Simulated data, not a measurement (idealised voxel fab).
process module | voxel released beams
cross-section cut | 285 nm wide | cells 5 nm
A cross-section is a grid of square cells, given in bands from the top down. A band is one or more rows of cells.
Each band's line starts with the height of the band's top and of its bottom, in nm. Then come its materials from left to right, each with its width in nm. One material with "throughout" fills the band from edge to edge. "air" is empty space.
Height 0 is the level under which the wafer as received is all one material. The lowest band goes on downwards, as in "0 down".
A width such as "30 to 40" changes by the same amount from each row of cells to the next, from the band's top row to its bottom row.
"no change" after a step means that no cell of the cross-section changed.
closed voids: empty space of 8 cells or more with no open way to the top, each as width x height at its distance from the left edge, in nm
after a step's settings: what the simulator itself notes on the step
overlay nm, on a step with a mask: how far to the right of its planned place the mask lay; to the left if negative
plan
1 op RECEIVE | material Si
2 op CONFORMAL_DEP | material SiN | thk nm 5
3 op DIRECTIONAL_DEP | material SiO2 | thk nm 20
4 op MASKED_ETCH | tone open | mask id ANCHOR | width nm 45 | etch materials SiO2 | depth nm 20 | overlay nm 0
5 op CONFORMAL_DEP | material polySi | thk nm 15
6 op DIRECTIONAL_DEP | material aC | thk nm 10
7 op PATTERN | tone cover | mask id BEAM | material resist | width nm 95 | thk nm 30 | overlay nm 0
8 op DIRECTIONAL_ETCH | etch materials aC | depth nm 10
9 op STRIP | etch materials resist
10 op DIRECTIONAL_ETCH | etch materials polySi | depth nm 15
11 op STRIP | etch materials aC
12 op STRIP | etch materials SiO2
as received, after step 1
  0 down: Si throughout
  closed voids: none
first wafer at the end, as planned
  40 to 25: air 90 | polySi 20 | air 15 | polySi 60 | air 100
  25 to 20: air 95 | polySi 15 | air 15 | polySi 15 | air 145
  20 to 5: air 95 | polySi 45 | air 145
  5 to 0: SiN throughout
  0 down: Si throughout
  closed voids: none
second wafer at the end: like start, like plan, one mistake
  40 to 25: air 95 | polySi 15 | air 15 | polySi 65 | air 95
  25 to 20: air 95 | polySi 15 | air 15 | polySi 15 | air 145
  20 to 5: air 95 | polySi 45 | air 145
  5 to 0: SiN throughout
  0 down: Si throughout
  closed voids: none
what went wrong: step 7 ran as: op PATTERN | tone cover | mask id BEAM | material resist | width nm 95 | thk nm 30 | overlay nm 5
at the end the second wafer has, in cells: as many of each material as the first, in other places
